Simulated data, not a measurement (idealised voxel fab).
process module | voxel self aligned contacts
cross-section cut | 205 nm wide | cells 5 nm
A cross-section is a grid of square cells, given in bands from the top down. A band is one or more rows of cells.
Each band's line starts with the height of the band's top and of its bottom, in nm. Then come its materials from left to right, each with its width in nm. One material with "throughout" fills the band from edge to edge. "air" is empty space.
Height 0 is the level under which the wafer as received is all one material. The lowest band goes on downwards, as in "0 down".
A width such as "30 to 40" changes by the same amount from each row of cells to the next, from the band's top row to its bottom row.
"no change" after a step means that no cell of the cross-section changed.
closed voids: empty space of 8 cells or more with no open way to the top, each as width x height at its distance from the left edge, in nm
after a step's settings: what the simulator itself notes on the step
overlay nm, on a step with a mask: how far to the right of its planned place the mask lay; to the left if negative
plan
1 op RECEIVE | material Si
2 op CONFORMAL_DEP | material SiO2 | thk nm 5
3 op DIRECTIONAL_DEP | material polySi | thk nm 25
4 op DIRECTIONAL_DEP | material SiN | thk nm 20
5 op PATTERN | tone cover | mask id GATE | material resist | width nm 25 | pitch nm 50 | thk nm 15 | overlay nm 0
6 op DIRECTIONAL_ETCH | etch materials SiN | depth nm 20
7 op DIRECTIONAL_ETCH | etch materials polySi | depth nm 25
8 op STRIP | etch materials resist
9 op CONFORMAL_DEP | material SiN | thk nm 5
10 op DIRECTIONAL_ETCH | etch materials SiN | depth nm 5
11 op FILL_DEP | material SiO2 | thk nm 20
12 op CMP | height nm 60
13 op DIRECTIONAL_DEP | material aC | thk nm 15
14 op PATTERN | tone open | mask id CONTACT | material resist | width nm 35 | pitch nm 50 | thk nm 30 | overlay nm 0
15 op DIRECTIONAL_ETCH | etch materials aC | depth nm 15
16 op STRIP | etch materials resist
17 op DIRECTIONAL_ETCH | etch materials SiO2 | depth nm 60
18 op STRIP | etch materials aC
19 op CONFORMAL_DEP | material TiN | thk nm 5
20 op FILL_DEP | material W | thk nm 5
21 op CMP | height nm 60
22 op CONFORMAL_DEP | material SiN | thk nm 5
first wafer, as planned
as received, after step 1
  0 down: Si throughout
  closed voids: none
after step 2
  5 to 0: SiO2 throughout
  below 0: unchanged
after step 3
  30 to 5: polySi throughout
  below 5: unchanged
after step 4
  50 to 30: SiN throughout
  below 30: unchanged
after step 5
  65 to 50: air 40 | resist 25 | air 25 | resist 25 | air 25 | resist 25 | air 40
  below 50: unchanged
after step 6
  65 to 50: air 40 | resist 25 | air 25 | resist 25 | air 25 | resist 25 | air 40
  50 to 30: air 40 | SiN 25 | air 25 | SiN 25 | air 25 | SiN 25 | air 40
  below 30: unchanged
after step 7
  65 to 50: air 40 | resist 25 | air 25 | resist 25 | air 25 | resist 25 | air 40
  50 to 30: air 40 | SiN 25 | air 25 | SiN 25 | air 25 | SiN 25 | air 40
  30 to 5: air 40 | polySi 25 | air 25 | polySi 25 | air 25 | polySi 25 | air 40
  below 5: unchanged
after step 8
  50 to 30: air 40 | SiN 25 | air 25 | SiN 25 | air 25 | SiN 25 | air 40
  below 30: unchanged
after step 9
  55 to 30: air 35 | SiN 35 | air 15 | SiN 35 | air 15 | SiN 35 | air 35
  30 to 10: air 35 | SiN 5 | polySi 25 | SiN 5 | air 15 | SiN 5 | polySi 25 | SiN 5 | air 15 | SiN 5 | polySi 25 | SiN 5 | air 35
  10 to 5: SiN 40 | polySi 25 | SiN 25 | polySi 25 | SiN 25 | polySi 25 | SiN 40
  below 5: unchanged
after step 10
  50 to 30: air 35 | SiN 35 | air 15 | SiN 35 | air 15 | SiN 35 | air 35
  30 to 5: air 35 | SiN 5 | polySi 25 | SiN 5 | air 15 | SiN 5 | polySi 25 | SiN 5 | air 15 | SiN 5 | polySi 25 | SiN 5 | air 35
  below 5: unchanged
after step 11
  70 to 50: SiO2 throughout
  50 to 30: SiO2 35 | SiN 35 | SiO2 15 | SiN 35 | SiO2 15 | SiN 35 | SiO2 35
  30 to 5: SiO2 35 | SiN 5 | polySi 25 | SiN 5 | SiO2 15 | SiN 5 | polySi 25 | SiN 5 | SiO2 15 | SiN 5 | polySi 25 | SiN 5 | SiO2 35
  below 5: unchanged
after step 12
  60 to 50: SiO2 throughout
  below 50: unchanged
after step 13
  75 to 60: aC throughout
  below 60: unchanged
after step 14
  105 to 75: resist 60 | air 35 | resist 15 | air 35 | resist 60
  below 75: unchanged
after step 15
  90 to 75: resist 60 | air 35 | resist 15 | air 35 | resist 60
  75 to 60: aC 60 | air 35 | aC 15 | air 35 | aC 60
  below 60: unchanged
after step 16
  75 to 60: aC 60 | air 35 | aC 15 | air 35 | aC 60
  below 60: unchanged
after step 17
  75 to 60: aC 60 | air 35 | aC 15 | air 35 | aC 60
  60 to 50: SiO2 60 | air 35 | SiO2 15 | air 35 | SiO2 60
  50 to 30: SiO2 35 | SiN 35 | air 15 | SiN 35 | air 15 | SiN 35 | SiO2 35
  30 to 5: SiO2 35 | SiN 5 | polySi 25 | SiN 5 | air 15 | SiN 5 | polySi 25 | SiN 5 | air 15 | SiN 5 | polySi 25 | SiN 5 | SiO2 35
  5 to 0: SiO2 70 | air 15 | SiO2 35 | air 15 | SiO2 70
  below 0: unchanged
after step 18
  60 to 50: SiO2 60 | air 35 | SiO2 15 | air 35 | SiO2 60
  below 50: unchanged
after step 19
  65 to 60: TiN 65 | air 25 | TiN 25 | air 25 | TiN 65
  60 to 50: SiO2 60 | TiN 5 to 15 | air 25 to 5 | TiN 5 to 15 | SiO2 15 | TiN 5 to 15 | air 25 to 5 | TiN 5 to 15 | SiO2 60
  50 to 30: SiO2 35 | SiN 35 | TiN 5 | air 5 | TiN 5 | SiN 35 | TiN 5 | air 5 | TiN 5 | SiN 35 | SiO2 35
  30 to 5: SiO2 35 | SiN 5 | polySi 25 | SiN 5 | TiN 5 | air 5 | TiN 5 | SiN 5 | polySi 25 | SiN 5 | TiN 5 | air 5 | TiN 5 | SiN 5 | polySi 25 | SiN 5 | SiO2 35
  5 to 0: SiO2 70 | TiN 15 | SiO2 35 | TiN 15 | SiO2 70
  below 0: unchanged
after step 20
  70 to 65: W throughout
  65 to 60: TiN 65 | W 25 | TiN 25 | W 25 | TiN 65
  60 to 50: SiO2 60 | TiN 5 to 15 | W 25 to 5 | TiN 5 to 15 | SiO2 15 | TiN 5 to 15 | W 25 to 5 | TiN 5 to 15 | SiO2 60
  50 to 30: SiO2 35 | SiN 35 | TiN 5 | W 5 | TiN 5 | SiN 35 | TiN 5 | W 5 | TiN 5 | SiN 35 | SiO2 35
  30 to 5: SiO2 35 | SiN 5 | polySi 25 | SiN 5 | TiN 5 | W 5 | TiN 5 | SiN 5 | polySi 25 | SiN 5 | TiN 5 | W 5 | TiN 5 | SiN 5 | polySi 25 | SiN 5 | SiO2 35
  below 5: unchanged
after step 21
  60 to 50: SiO2 60 | TiN 5 to 15 | W 25 to 5 | TiN 5 to 15 | SiO2 15 | TiN 5 to 15 | W 25 to 5 | TiN 5 to 15 | SiO2 60
  below 50: unchanged
after step 22
  65 to 60: SiN throughout
  below 60: unchanged
second wafer: like start, like plan, one mistake. Through step 19 it matches the first wafer
when step 20 should have ended
  70 to 65: aC throughout
  65 to 60: TiN 65 | aC 25 | TiN 25 | aC 25 | TiN 65
  60 to 50: SiO2 60 | TiN 5 to 15 | aC 25 to 5 | TiN 5 to 15 | SiO2 15 | TiN 5 to 15 | aC 25 to 5 | TiN 5 to 15 | SiO2 60
  50 to 30: SiO2 35 | SiN 35 | TiN 5 | aC 5 | TiN 5 | SiN 35 | TiN 5 | aC 5 | TiN 5 | SiN 35 | SiO2 35
  30 to 5: SiO2 35 | SiN 5 | polySi 25 | SiN 5 | TiN 5 | aC 5 | TiN 5 | SiN 5 | polySi 25 | SiN 5 | TiN 5 | aC 5 | TiN 5 | SiN 5 | polySi 25 | SiN 5 | SiO2 35
  below 5: unchanged
when step 21 should have ended
  60 to 50: SiO2 60 | TiN 5 to 15 | aC 25 to 5 | TiN 5 to 15 | SiO2 15 | TiN 5 to 15 | aC 25 to 5 | TiN 5 to 15 | SiO2 60
  below 50: unchanged
when step 22 should have ended
  65 to 60: SiN throughout
  below 60: unchanged
what went wrong: step 20 ran as: op FILL_DEP | material aC | thk nm 5
at the end the second wafer has, in cells: 30 fewer of W | 30 more of aC
